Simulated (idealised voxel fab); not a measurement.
process module | voxel transistor to metal
For reference, the cross-section in this document is cut, with width 300 nm and square cells of 5 nm.
Cross-section format: a grid of square cells, given as bands from top to bottom; each band is one or more rows of cells.
Top height, bottom height, nm. Materials left to right, width each, nm. Single material + "full width" = fills band edge to edge. "empty" = empty.
Height 0 is the level under which the wafer as received is all one material. The lowest band goes on downwards, as in "0 nm and below".
Width "30 to 40": first value at the band's top row of cells, second value at its bottom row, equal change from row to row.
What does "no modifications" mean for a step? It means no cell of the cross-section changed in that step.
In "Entrapped void list" the enclosed voids are listed, meaning empty spaces of 8 cells or larger without any opening to the top. The form is width x height at distance, distance from the left edge, units nm.
Where a step's line continues beyond its settings, the continuation is a remark by the simulator itself on that step.
Regarding "overlay nm": on a step with a mask, it is the distance the mask lay to the right of its planned place; a negative value places it to the left.

-- plan
- 1: op RECEIVE | material Si
- 2: op OXIDIZE | depth nm 5
- 3: op CONFORMAL_DEP | material SiN | thk nm 15
- 4: op MASKED_ETCH | tone cover | mask id ACTIVE | width nm 105 | pitch nm 125 | etch materials SiN | depth nm 15 | overlay nm 0
- 5: op MASKED_ETCH | tone cover | mask id ACTIVE | width nm 105 | pitch nm 125 | etch materials SiO2 | depth nm 5 | overlay nm 0
- 6: op MASKED_ETCH | tone cover | mask id ACTIVE | width nm 105 | pitch nm 125 | etch materials Si | depth nm 35 | overlay nm 0
- 7: op FILL_DEP | material SiO2 | thk nm 5
- 8: op CMP | height nm 15
- 9: op SELECTIVE_ETCH | etch materials SiO2 | depth nm 15
- 10: op STRIP | etch materials SiN
- 11: op SELECTIVE_ETCH | etch materials SiO2 | depth nm 5
- 12: op OXIDIZE | depth nm 5
- 13: op DIRECTIONAL_DEP | material polySi | thk nm 20
- 14: op DIRECTIONAL_DEP | material SiCN | thk nm 15
- 15: op MASKED_ETCH | tone cover | mask id GATE | width nm 25 | pitch nm 125 | etch materials SiCN | depth nm 25 | overlay nm 0
- 16: op MASKED_ETCH | tone cover | mask id GATE | width nm 25 | pitch nm 125 | etch materials polySi | depth nm 30 | overlay nm 0
- 17: op CONFORMAL_DEP | material SiN | thk nm 10
- 18: op DIRECTIONAL_ETCH | etch materials SiN | depth nm 10
- 19: op DIRECTIONAL_ETCH | etch materials SiO2 | depth nm 5
- 20: op DIRECTIONAL_ETCH | etch materials Si | depth nm 15
- 21: op EPI | material pSi | thk nm 20
- 22: op FILL_DEP | material SiO2 | thk nm 10
- 23: op CMP | height nm 30
- 24: op DIRECTIONAL_DEP | material SiO2 | thk nm 15
- 25: op PATTERN | tone open | mask id CONTACT | material resist | width nm 15 | thk nm 15 | overlay nm 0
- 26: op DIRECTIONAL_ETCH | etch materials SiO2 | depth nm 35
- 27: op STRIP | etch materials resist
- 28: op CONFORMAL_DEP | material TiN | thk nm 5
- 29: op FILL_DEP | material Ru | thk nm 10
- 30: op CMP | height nm 45
- 31: op CONFORMAL_DEP | material SiCN | thk nm 5
- 32: op DIRECTIONAL_DEP | material lowk | thk nm 20
- 33: op DIRECTIONAL_DEP | material aC | thk nm 10
- 34: op PATTERN | tone open | mask id METAL_1 | material resist | width nm 15 | thk nm 25 | overlay nm 0
- 35: op DIRECTIONAL_ETCH | etch materials aC | depth nm 10
- 36: op STRIP | etch materials resist
- 37: op DIRECTIONAL_ETCH | etch materials lowk | depth nm 20
- 38: op DIRECTIONAL_ETCH | etch materials SiCN | depth nm 5
- 39: op STRIP | etch materials aC
- 40: op CONFORMAL_DEP | material TiN | thk nm 5
- 41: op FILL_DEP | material W | thk nm 10
- 42: op CMP | height nm 70
- 43: op CONFORMAL_DEP | material SiN | thk nm 5

-- Cross-section of the incoming wafer, state after step 1
0 nm and below | Si full width
Entrapped void list: none

-- Sectioned view, first of two wafers, at the close of the module, processed as intended in the plan
75 nm to 70 nm | SiN full width
70 nm to 50 nm | 45 lowk / 5 TiN / 5 W / 5 TiN / 55 lowk / 5 TiN / 5 W / 5 TiN / 40 lowk / 5 TiN / 5 W / 5 TiN / 55 lowk / 5 TiN / 5 W / 5 TiN / 45 lowk
50 nm to 45 nm | 45 SiCN / 15 TiN / 55 SiCN / 15 TiN / 40 SiCN / 15 TiN / 55 SiCN / 15 TiN / 45 SiCN
45 nm to 30 nm | 45 SiO2 / 5 TiN / 5 Ru / 5 TiN / 55 SiO2 / 5 TiN / 5 Ru / 5 TiN / 40 SiO2 / 5 TiN / 5 Ru / 5 TiN / 55 SiO2 / 5 TiN / 5 Ru / 5 TiN / 45 SiO2
30 nm to 15 nm | 45 SiO2 / 5 TiN / 5 Ru / 5 TiN / 5 SiO2 / 10 SiN / 25 SiCN / 10 SiN / 5 SiO2 / 5 TiN / 5 Ru / 5 TiN / 40 SiO2 / 5 TiN / 5 Ru / 5 TiN / 5 SiO2 / 10 SiN / 25 SiCN / 10 SiN / 5 SiO2 / 5 TiN / 5 Ru / 5 TiN / 45 SiO2
15 nm to 10 nm | 45 SiO2 / 15 TiN / 5 SiO2 / 10 SiN / 25 polySi / 10 SiN / 5 SiO2 / 15 TiN / 40 SiO2 / 15 TiN / 5 SiO2 / 10 SiN / 25 polySi / 10 SiN / 5 SiO2 / 15 TiN / 45 SiO2
10 nm to -5 nm | 45 SiO2 / 20 pSi / 10 SiN / 25 polySi / 10 SiN / 20 pSi / 40 SiO2 / 20 pSi / 10 SiN / 25 polySi / 10 SiN / 20 pSi / 45 SiO2
-5 nm to -10 nm | 30 SiO2 / 35 pSi / 45 SiO2 / 35 pSi / 10 SiO2 / 35 pSi / 45 SiO2 / 35 pSi / 30 SiO2
-10 nm to -25 nm | 35 SiO2 / 30 pSi / 45 Si / 30 pSi / 20 SiO2 / 30 pSi / 45 Si / 30 pSi / 35 SiO2
-25 nm to -40 nm | 35 SiO2 / 105 Si / 20 SiO2 / 105 Si / 35 SiO2
-40 nm and below | Si full width
Entrapped void list: none

-- What the second wafer looks like in cross-section once the module is done. Its start and its plan matched the first wafer's exactly; what differed was one mistake in how it was run
90 nm to 85 nm | SiN full width
85 nm to 75 nm | W full width
75 nm to 70 nm | 50 TiN / 5 W / 65 TiN / 5 W / 50 TiN / 5 W / 65 TiN / 5 W / 50 TiN
70 nm to 50 nm | 45 lowk / 5 TiN / 5 W / 5 TiN / 55 lowk / 5 TiN / 5 W / 5 TiN / 40 lowk / 5 TiN / 5 W / 5 TiN / 55 lowk / 5 TiN / 5 W / 5 TiN / 45 lowk
50 nm to 45 nm | 45 SiCN / 15 TiN / 55 SiCN / 15 TiN / 40 SiCN / 15 TiN / 55 SiCN / 15 TiN / 45 SiCN
45 nm to 30 nm | 45 SiO2 / 5 TiN / 5 Ru / 5 TiN / 55 SiO2 / 5 TiN / 5 Ru / 5 TiN / 40 SiO2 / 5 TiN / 5 Ru / 5 TiN / 55 SiO2 / 5 TiN / 5 Ru / 5 TiN / 45 SiO2
30 nm to 15 nm | 45 SiO2 / 5 TiN / 5 Ru / 5 TiN / 5 SiO2 / 10 SiN / 25 SiCN / 10 SiN / 5 SiO2 / 5 TiN / 5 Ru / 5 TiN / 40 SiO2 / 5 TiN / 5 Ru / 5 TiN / 5 SiO2 / 10 SiN / 25 SiCN / 10 SiN / 5 SiO2 / 5 TiN / 5 Ru / 5 TiN / 45 SiO2
15 nm to 10 nm | 45 SiO2 / 15 TiN / 5 SiO2 / 10 SiN / 25 polySi / 10 SiN / 5 SiO2 / 15 TiN / 40 SiO2 / 15 TiN / 5 SiO2 / 10 SiN / 25 polySi / 10 SiN / 5 SiO2 / 15 TiN / 45 SiO2
10 nm to -5 nm | 45 SiO2 / 20 pSi / 10 SiN / 25 polySi / 10 SiN / 20 pSi / 40 SiO2 / 20 pSi / 10 SiN / 25 polySi / 10 SiN / 20 pSi / 45 SiO2
-5 nm to -10 nm | 30 SiO2 / 35 pSi / 45 SiO2 / 35 pSi / 10 SiO2 / 35 pSi / 45 SiO2 / 35 pSi / 30 SiO2
-10 nm to -25 nm | 35 SiO2 / 30 pSi / 45 Si / 30 pSi / 20 SiO2 / 30 pSi / 45 Si / 30 pSi / 35 SiO2
-25 nm to -40 nm | 35 SiO2 / 105 Si / 20 SiO2 / 105 Si / 35 SiO2
-40 nm and below | Si full width
Entrapped void list: none
What broke from the plan during processing? the plan's step 42 was left out and never carried out
Heads up, by the end the second wafer has more or fewer cells of some materials compared to the first: TiN +56; W +124
